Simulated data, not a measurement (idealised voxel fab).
process module | voxel ribs on slabs
cross-section cut | 150 nm wide | cells 5 nm
A cross-section is a grid of square cells, given in bands from the top down. A band is one or more rows of cells.
Each band's line starts with the height of the band's top and of its bottom, in nm. Then come its materials from left to right, each with its width in nm. One material with "throughout" fills the band from edge to edge. "air" is empty space.
Height 0 is the level under which the wafer as received is all one material. The lowest band goes on downwards, as in "0 down".
A width such as "30 to 40" changes by the same amount from each row of cells to the next, from the band's top row to its bottom row.
"no change" after a step means that no cell of the cross-section changed.
closed voids: empty space of 8 cells or more with no open way to the top, each as width x height at its distance from the left edge, in nm
after a step's settings: what the simulator itself notes on the step
overlay nm, on a step with a mask: how far to the right of its planned place the mask lay; to the left if negative
Each pair below shows a cross-section before one step and the cross-section after it, down to the lowest band that changed. The line under each pair gives the step between them, with its settings. The pairs can come from different runs of this module on the same starting wafer, so a pair continues from the pair above only where its "before" says so.
before
  0 down: Si throughout
  closed voids: none
after
  25 to 0: SiO2 throughout
  below 0: unchanged
  closed voids: none
the step between: op DIRECTIONAL_DEP | material SiO2 | thk nm 25
before: the cross-section after the pair above
after
  40 to 25: SiN throughout
  below 25: unchanged
  closed voids: none
the step between: op DIRECTIONAL_DEP | material SiN | thk nm 15
before: the cross-section after the pair above
after
  55 to 40: air 65 | resist 15 | air 70
  below 40: unchanged
  closed voids: none
the step between: op PATTERN | tone cover | mask id RIB | material resist | width nm 15 | thk nm 15 | overlay nm 0
before: the cross-section after the pair above
after
  55 to 40: air 65 | resist 15 | air 70
  40 to 30: air 65 | SiN 15 | air 70
  below 30: unchanged
  closed voids: none
the step between: op DIRECTIONAL_ETCH | etch materials SiN | depth nm 10
before: the cross-section after the pair above
after
  40 to 30: air 65 | SiN 15 | air 70
  below 30: unchanged
  closed voids: none
the step between: op STRIP | etch materials resist
before: the cross-section after the pair above
after
  40 to 30: air 65 | SiN 15 | air 70
  30 to 25: air 45 | SiN 55 | air 50
  below 25: unchanged
  closed voids: none
the step between: op MASKED_ETCH | tone cover | mask id SLAB | width nm 55 | etch materials SiN | depth nm 5 | overlay nm 0
before: the cross-section after the pair above
after
  55 to 40: SiO2 throughout
  40 to 30: SiO2 65 | SiN 15 | SiO2 70
  30 to 25: SiO2 45 | SiN 55 | SiO2 50
  below 25: unchanged
  closed voids: none
the step between: op FILL_DEP | material SiO2 | thk nm 15
before: the cross-section after the pair above
after
  50 to 40: SiO2 throughout
  below 40: unchanged
  closed voids: none
the step between: op CMP | height nm 50
before: the cross-section after the pair above
after
  55 to 50: TiN throughout
  below 50: unchanged
  closed voids: none
the step between: op DIRECTIONAL_DEP | material TiN | thk nm 5
before: the cross-section after the pair above
after
  75 to 55: air 60 | resist 25 | air 65
  below 55: unchanged
  closed voids: none
the step between: op PATTERN | tone cover | mask id HEATER | material resist | width nm 25 | thk nm 20 | overlay nm 0
before: the cross-section after the pair above
after
  75 to 55: air 60 | resist 25 | air 65
  55 to 50: air 60 | TiN 25 | air 65
  below 50: unchanged
  closed voids: none
the step between: op DIRECTIONAL_ETCH | etch materials TiN | depth nm 5
before: the cross-section after the pair above
after
  55 to 50: air 60 | TiN 25 | air 65
  below 50: unchanged
  closed voids: none
the step between: op STRIP | etch materials resist
before: the cross-section after the pair above
after
  60 to 55: air 55 | SiN 35 | air 60
  55 to 50: SiN 60 | TiN 25 | SiN 65
  below 50: unchanged
  closed voids: none
the step between: op CONFORMAL_DEP | material SiN | thk nm 5
before
  40 to 25: SiN throughout
  25 to 0: SiO2 throughout
  0 down: Si throughout
  closed voids: none
after
  55 to 25: SiN throughout
  below 25: unchanged
  closed voids: none
the step between: op DIRECTIONAL_DEP | material SiN | thk nm 15
before: the cross-section after the pair above
after
  70 to 55: air 65 | resist 15 | air 70
  below 55: unchanged
  closed voids: none
the step between: op PATTERN | tone cover | mask id RIB | material resist | width nm 15 | thk nm 15 | overlay nm 0
before: the cross-section after the pair above
after
  70 to 55: air 65 | resist 15 | air 70
  55 to 45: air 65 | SiN 15 | air 70
  below 45: unchanged
  closed voids: none
the step between: op DIRECTIONAL_ETCH | etch materials SiN | depth nm 10
before: the cross-section after the pair above
after
  55 to 45: air 65 | SiN 15 | air 70
  below 45: unchanged
  closed voids: none
the step between: op STRIP | etch materials resist
before: the cross-section after the pair above
after
  55 to 45: air 65 | SiN 15 | air 70
  45 to 40: air 45 | SiN 55 | air 50
  below 40: unchanged
  closed voids: none
the step between: op MASKED_ETCH | tone cover | mask id SLAB | width nm 55 | etch materials SiN | depth nm 5 | overlay nm 0
before: the cross-section after the pair above
after
  70 to 55: SiO2 throughout
  55 to 45: SiO2 65 | SiN 15 | SiO2 70
  45 to 40: SiO2 45 | SiN 55 | SiO2 50
  below 40: unchanged
  closed voids: none
the step between: op FILL_DEP | material SiO2 | thk nm 15
before: the cross-section after the pair above
after
  50 to 40: SiO2 65 to 45 | SiN 15 to 55 | SiO2 70 to 50
  below 40: unchanged
  closed voids: none
the step between: op CMP | height nm 50
before: the cross-section after the pair above
after
  55 to 50: TiN throughout
  below 50: unchanged
  closed voids: none
the step between: op DIRECTIONAL_DEP | material TiN | thk nm 5
before: the cross-section after the pair above
after
  75 to 55: air 60 | resist 25 | air 65
  below 55: unchanged
  closed voids: none
the step between: op PATTERN | tone cover | mask id HEATER | material resist | width nm 25 | thk nm 20 | overlay nm 0
before: the cross-section after the pair above
after
  75 to 55: air 60 | resist 25 | air 65
  55 to 50: air 60 | TiN 25 | air 65
  below 50: unchanged
  closed voids: none
the step between: op DIRECTIONAL_ETCH | etch materials TiN | depth nm 5
before: the cross-section after the pair above
after
  55 to 50: air 60 | TiN 25 | air 65
  below 50: unchanged
  closed voids: none
the step between: op STRIP | etch materials resist
before: the cross-section after the pair above
after
  60 to 55: air 55 | SiN 35 | air 60
  55 to 50: SiN 60 | TiN 25 | SiN 65
  below 50: unchanged
  closed voids: none
the step between: op CONFORMAL_DEP | material SiN | thk nm 5
before
  0 down: Si throughout
  closed voids: none
after
  15 to 0: SiN throughout
  below 0: unchanged
  closed voids: none
the step between: op DIRECTIONAL_DEP | material SiN | thk nm 15
before: the cross-section after the pair above
after
  40 to 15: SiO2 throughout
  below 15: unchanged
  closed voids: none
the step between: op DIRECTIONAL_DEP | material SiO2 | thk nm 25
before: the cross-section after the pair above
after
  55 to 40: air 65 | resist 15 | air 70
  below 40: unchanged
  closed voids: none
the step between: op PATTERN | tone cover | mask id RIB | material resist | width nm 15 | thk nm 15 | overlay nm 0
before: the cross-section after the pair above
after
  40 to 15: SiO2 throughout
  below 15: unchanged
  closed voids: none
the step between: op STRIP | etch materials resist
before: the cross-section after the pair above
after
  55 to 15: SiO2 throughout
  below 15: unchanged
  closed voids: none
the step between: op FILL_DEP | material SiO2 | thk nm 15
before: the cross-section after the pair above
after
  50 to 15: SiO2 throughout
  below 15: unchanged
  closed voids: none
the step between: op CMP | height nm 50
before: the cross-section after the pair above
after
  55 to 50: TiN throughout
  below 50: unchanged
  closed voids: none
the step between: op DIRECTIONAL_DEP | material TiN | thk nm 5
before: the cross-section after the pair above
after
  75 to 55: air 60 | resist 25 | air 65
  below 55: unchanged
  closed voids: none
the step between: op PATTERN | tone cover | mask id HEATER | material resist | width nm 25 | thk nm 20 | overlay nm 0
before: the cross-section after the pair above
after
  75 to 55: air 60 | resist 25 | air 65
  55 to 50: air 60 | TiN 25 | air 65
  below 50: unchanged
  closed voids: none
the step between: op DIRECTIONAL_ETCH | etch materials TiN | depth nm 5
before: the cross-section after the pair above
after
  55 to 50: air 60 | TiN 25 | air 65
  below 50: unchanged
  closed voids: none
the step between: op STRIP | etch materials resist
before: the cross-section after the pair above
after
  60 to 55: air 55 | SiN 35 | air 60
  55 to 50: SiN 60 | TiN 25 | SiN 65
  below 50: unchanged
  closed voids: none
the step between: op CONFORMAL_DEP | material SiN | thk nm 5
before
  55 to 40: SiO2 throughout
  40 to 30: SiO2 65 | SiN 15 | SiO2 70
  30 to 25: SiO2 45 | SiN 55 | SiO2 50
  25 to 0: SiO2 throughout
  0 down: Si throughout
  closed voids: none
after
  45 to 40: SiO2 throughout
  below 40: unchanged
  closed voids: none
the step between: op CMP | height nm 45
before: the cross-section after the pair above
after
  50 to 45: TiN throughout
  below 45: unchanged
  closed voids: none
the step between: op DIRECTIONAL_DEP | material TiN | thk nm 5
before: the cross-section after the pair above
after
  70 to 50: air 60 | resist 25 | air 65
  below 50: unchanged
  closed voids: none
the step between: op PATTERN | tone cover | mask id HEATER | material resist | width nm 25 | thk nm 20 | overlay nm 0
before: the cross-section after the pair above
after
  70 to 50: air 60 | resist 25 | air 65
  50 to 45: air 60 | TiN 25 | air 65
  below 45: unchanged
  closed voids: none
the step between: op DIRECTIONAL_ETCH | etch materials TiN | depth nm 5
before: the cross-section after the pair above
after
  50 to 45: air 60 | TiN 25 | air 65
  below 45: unchanged
  closed voids: none
the step between: op STRIP | etch materials resist
before: the cross-section after the pair above
after
  55 to 50: air 55 | SiN 35 | air 60
  50 to 45: SiN 60 | TiN 25 | SiN 65
  below 45: unchanged
  closed voids: none
the step between: op CONFORMAL_DEP | material SiN | thk nm 5
before
  40 to 30: air 65 | SiN 15 | air 70
  30 to 25: SiN throughout
  25 to 0: SiO2 throughout
  0 down: Si throughout
  closed voids: none
after
  40 to 30: air 65 | SiN 15 | air 70
  30 to 25: air 50 | SiN 50 | air 50
  below 25: unchanged
  closed voids: none
the step between: op MASKED_ETCH | tone cover | mask id SLAB | width nm 50 | etch materials SiN | depth nm 5 | overlay nm 0
before: the cross-section after the pair above
after
  55 to 40: SiO2 throughout
  40 to 30: SiO2 65 | SiN 15 | SiO2 70
  30 to 25: SiO2 50 | SiN 50 | SiO2 50
  below 25: unchanged
  closed voids: none
the step between: op FILL_DEP | material SiO2 | thk nm 15
before: the cross-section after the pair above
after
  50 to 40: SiO2 throughout
  below 40: unchanged
  closed voids: none
the step between: op CMP | height nm 50
before: the cross-section after the pair above
after
  55 to 50: TiN throughout
  below 50: unchanged
  closed voids: none
the step between: op DIRECTIONAL_DEP | material TiN | thk nm 5
before: the cross-section after the pair above
after
  75 to 55: air 60 | resist 25 | air 65
  below 55: unchanged
  closed voids: none
the step between: op PATTERN | tone cover | mask id HEATER | material resist | width nm 25 | thk nm 20 | overlay nm 0
before: the cross-section after the pair above
after
  75 to 55: air 60 | resist 25 | air 65
  55 to 50: air 60 | TiN 25 | air 65
  below 50: unchanged
  closed voids: none
the step between: op DIRECTIONAL_ETCH | etch materials TiN | depth nm 5
before: the cross-section after the pair above
after
  55 to 50: air 60 | TiN 25 | air 65
  below 50: unchanged
  closed voids: none
the step between: op STRIP | etch materials resist
before: the cross-section after the pair above
after
  60 to 55: air 55 | SiN 35 | air 60
  55 to 50: SiN 60 | TiN 25 | SiN 65
  below 50: unchanged
  closed voids: none
the step between: op CONFORMAL_DEP | material SiN | thk nm 5
before
  40 to 25: SiN throughout
  25 to 0: SiO2 throughout
  0 down: Si throughout
  closed voids: none
after
  55 to 40: air 70 | resist 15 | air 65
  below 40: unchanged
  closed voids: none
the step between: op PATTERN | tone cover | mask id RIB | material resist | width nm 15 | thk nm 15 | overlay nm 5
before: the cross-section after the pair above
after
  55 to 40: air 70 | resist 15 | air 65
  40 to 30: air 70 | SiN 15 | air 65
  below 30: unchanged
  closed voids: none
the step between: op DIRECTIONAL_ETCH | etch materials SiN | depth nm 10
before: the cross-section after the pair above
after
  40 to 30: air 70 | SiN 15 | air 65
  below 30: unchanged
  closed voids: none
the step between: op STRIP | etch materials resist
before: the cross-section after the pair above
after
  40 to 30: air 70 | SiN 15 | air 65
  30 to 25: air 45 | SiN 55 | air 50
  below 25: unchanged
  closed voids: none
the step between: op MASKED_ETCH | tone cover | mask id SLAB | width nm 55 | etch materials SiN | depth nm 5 | overlay nm 0
before: the cross-section after the pair above
after
  55 to 40: SiO2 throughout
  40 to 30: SiO2 70 | SiN 15 | SiO2 65
  30 to 25: SiO2 45 | SiN 55 | SiO2 50
  below 25: unchanged
  closed voids: none
the step between: op FILL_DEP | material SiO2 | thk nm 15
before: the cross-section after the pair above
after
  50 to 40: SiO2 throughout
  below 40: unchanged
  closed voids: none
the step between: op CMP | height nm 50
before: the cross-section after the pair above
after
  55 to 50: TiN throughout
  below 50: unchanged
  closed voids: none
the step between: op DIRECTIONAL_DEP | material TiN | thk nm 5
before: the cross-section after the pair above
after
  75 to 55: air 60 | resist 25 | air 65
  below 55: unchanged
  closed voids: none
the step between: op PATTERN | tone cover | mask id HEATER | material resist | width nm 25 | thk nm 20 | overlay nm 0
before: the cross-section after the pair above
after
  75 to 55: air 60 | resist 25 | air 65
  55 to 50: air 60 | TiN 25 | air 65
  below 50: unchanged
  closed voids: none
the step between: op DIRECTIONAL_ETCH | etch materials TiN | depth nm 5
before: the cross-section after the pair above
after
  55 to 50: air 60 | TiN 25 | air 65
  below 50: unchanged
  closed voids: none
the step between: op STRIP | etch materials resist
before: the cross-section after the pair above
after
  60 to 55: air 55 | SiN 35 | air 60
  55 to 50: SiN 60 | TiN 25 | SiN 65
  below 50: unchanged
  closed voids: none
the step between: op CONFORMAL_DEP | material SiN | thk nm 5
before
  55 to 50: air 60 | TiN 25 | air 65
  50 to 40: SiO2 throughout
  40 to 30: SiO2 65 | SiN 15 | SiO2 70
  30 to 25: SiO2 45 | SiN 55 | SiO2 50
  25 to 0: SiO2 throughout
  0 down: Si throughout
  closed voids: none
after
  60 to 55: air 55 | SiO2 35 | air 60
  55 to 50: SiO2 60 | TiN 25 | SiO2 65
  below 50: unchanged
  closed voids: none
the step between: op CONFORMAL_DEP | material SiO2 | thk nm 5
before
  40 to 25: SiN throughout
  25 to 0: SiO2 throughout
  0 down: Si throughout
  closed voids: none
after
  55 to 40: resist 65 | air 15 | resist 70
  below 40: unchanged
  closed voids: none
the step between: op PATTERN | tone open | mask id RIB | material resist | width nm 15 | thk nm 15 | overlay nm 0
before: the cross-section after the pair above
after
  55 to 40: resist 65 | air 15 | resist 70
  40 to 30: SiN 65 | air 15 | SiN 70
  below 30: unchanged
  closed voids: none
the step between: op DIRECTIONAL_ETCH | etch materials SiN | depth nm 10
before: the cross-section after the pair above
after
  40 to 30: SiN 65 | air 15 | SiN 70
  below 30: unchanged
  closed voids: none
the step between: op STRIP | etch materials resist
before: the cross-section after the pair above
after
  40 to 35: air 45 | SiN 20 | air 15 | SiN 20 | air 50
  below 35: unchanged
  closed voids: none
the step between: op MASKED_ETCH | tone cover | mask id SLAB | width nm 55 | etch materials SiN | depth nm 5 | overlay nm 0
before: the cross-section after the pair above
after
  55 to 40: SiO2 throughout
  40 to 35: SiO2 45 | SiN 20 | SiO2 15 | SiN 20 | SiO2 50
  35 to 30: SiN 65 | SiO2 15 | SiN 70
  below 30: unchanged
  closed voids: none
the step between: op FILL_DEP | material SiO2 | thk nm 15
before: the cross-section after the pair above
after
  50 to 40: SiO2 throughout
  below 40: unchanged
  closed voids: none
the step between: op CMP | height nm 50
before: the cross-section after the pair above
after
  55 to 50: TiN throughout
  below 50: unchanged
  closed voids: none
the step between: op DIRECTIONAL_DEP | material TiN | thk nm 5
before: the cross-section after the pair above
after
  75 to 55: air 60 | resist 25 | air 65
  below 55: unchanged
  closed voids: none
the step between: op PATTERN | tone cover | mask id HEATER | material resist | width nm 25 | thk nm 20 | overlay nm 0
before: the cross-section after the pair above
after
  75 to 55: air 60 | resist 25 | air 65
  55 to 50: air 60 | TiN 25 | air 65
  below 50: unchanged
  closed voids: none
the step between: op DIRECTIONAL_ETCH | etch materials TiN | depth nm 5
before: the cross-section after the pair above
after
  55 to 50: air 60 | TiN 25 | air 65
  below 50: unchanged
  closed voids: none
the step between: op STRIP | etch materials resist
before: the cross-section after the pair above
after
  60 to 55: air 55 | SiN 35 | air 60
  55 to 50: SiN 60 | TiN 25 | SiN 65
  below 50: unchanged
  closed voids: none
the step between: op CONFORMAL_DEP | material SiN | thk nm 5
